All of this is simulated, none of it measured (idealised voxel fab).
Name of the process module below: voxel fin reveal
Section shown: cut. Width: 155 nm. Cell size: 5 nm, square.
Think of the cross-section as a grid of square cells. We describe it in bands, top to bottom, and each band covers one or more rows of those cells.
Band: top and bottom heights (nm) first, top before bottom; then materials from left to right, widths in nm. "edge to edge" marks a sole material filling the band edge to edge. "air" denotes empty space.
Where do heights start? At 0: under that level the wafer as delivered is made of one material only. And the lowest band has no floor; it just carries on downward, as in "from 0 down".
A width such as "30..40" changes by the same amount from each row of cells to the next, from the band's top row to its bottom row.
"no modification" means the step left every cell of the cross-section as it was.
Each empty space that has no open way to the top and spans at least 8 cells appears under "Voids, fully enclosed" as width x height at distance, the distance counted from the left edge, all in nm.
Read whatever lies past the settings on a step's line as the simulator's own remark about the step.
Regarding "overlay nm": on a step with a mask, it is the distance the mask lay to the right of its planned place; a negative value places it to the left.

The planned process steps are enumerated hereunder
1. RECEIVE,material Si
2. CONFORMAL_DEP,material SiN,thk nm 5
3. MASKED_ETCH,tone cover,mask id FINS,width nm 15,pitch nm 40,etch materials SiN,depth nm 5,overlay nm 0
4. MASKED_ETCH,tone cover,mask id FINS,width nm 15,pitch nm 40,etch materials Si,depth nm 35,overlay nm 0
5. OXIDIZE,depth nm 5
6. FILL_DEP,material SiO2,thk nm 10
7. CMP,height nm 5
8. SELECTIVE_ETCH,etch materials SiO2,depth nm 30
9. STRIP,etch materials SiN

Here's what the wafer looked like in cross-section when it arrived - that's after step 1
	from 0 down = Si edge to edge
	Voids, fully enclosed: none

Cross-section, first of two wafers, end of module, run as planned
	from 0 to -25 = air 35, Si 5, air 35, Si 5, air 35, Si 5, air 35
	from -25 to -40 = SiO2 35, Si 5, SiO2 35, Si 5, SiO2 35, Si 5, SiO2 35
	from -40 down = Si edge to edge
	Voids, fully enclosed: none

The second wafer, shown in cross-section after the module: started the same way as the first and given the same plan, yet one mistake crept into how it was run
	from 0 to -25 = air 30, Si 15, air 25, Si 15, air 25, Si 15, air 30
	from -25 to -40 = SiO2 30, Si 15, SiO2 25, Si 15, SiO2 25, Si 15, SiO2 30
	from -40 down = Si edge to edge
	Voids, fully enclosed: none
Misprocessing identified: step 3 ran differently from the plan; actual operation with settings: MASKED_ETCH,tone cover,mask id FINS,width nm 25,pitch nm 40,etch materials SiN,depth nm 5,overlay nm 0
The final cell counts differ between the wafers, with the second having more or fewer of some materials than the first: Si +48 | SiO2 -18
